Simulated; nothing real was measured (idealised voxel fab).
process module | voxel fin reveal
cross-section cut | 280 nm wide | cells 5 nm
A cross-section is a grid of square cells, given in bands from the top down. A band is one or more rows of cells.
Each band's line starts with the height of the band's top and of its bottom, in nm. Then come its materials from left to right, each with its width in nm. One material with "throughout" fills the band from edge to edge. "air" is empty space.
Height 0 is the level under which the wafer as received is all one material. The lowest band goes on downwards, as in "0 down".
A width such as "30 to 40" changes by the same amount from each row of cells to the next, from the band's top row to its bottom row.
"no change" after a step means that no cell of the cross-section changed.
closed voids: empty space of 8 cells or more with no open way to the top, each as width x height at its distance from the left edge, in nm
after a step's settings: what the simulator itself notes on the step
overlay nm, on a step with a mask: how far to the right of its planned place the mask lay; to the left if negative
plan
1 op RECEIVE | material Si
2 op CONFORMAL_DEP | material SiN | thk nm 5
3 op DIRECTIONAL_DEP | material aC | thk nm 15
4 op PATTERN | tone cover | mask id FINS | material resist | width nm 15 | pitch nm 40 | thk nm 30 | overlay nm 0
5 op DIRECTIONAL_ETCH | etch materials aC | depth nm 15
6 op STRIP | etch materials resist
7 op DIRECTIONAL_ETCH | etch materials SiN | depth nm 5
8 op DIRECTIONAL_ETCH | etch materials Si | depth nm 40
9 op STRIP | etch materials aC
10 op FILL_DEP | material SiO2 | thk nm 5
11 op CMP | height nm 5
12 op SELECTIVE_ETCH | etch materials SiO2 | depth nm 35
13 op STRIP | etch materials SiN
as received, after step 1
  0 down: Si throughout
  closed voids: none
a wafer at the end: this start, this plan, one mistake
  0 to -30: air 70 | Si 15 | air 25 | Si 15 | air 25 | Si 15 | air 25 | Si 15 | air 75
  -30 to -80: SiO2 70 | Si 15 | SiO2 25 | Si 15 | SiO2 25 | Si 15 | SiO2 25 | Si 15 | SiO2 75
  -80 down: Si throughout
  closed voids: none
what went wrong: step 8 was run twice
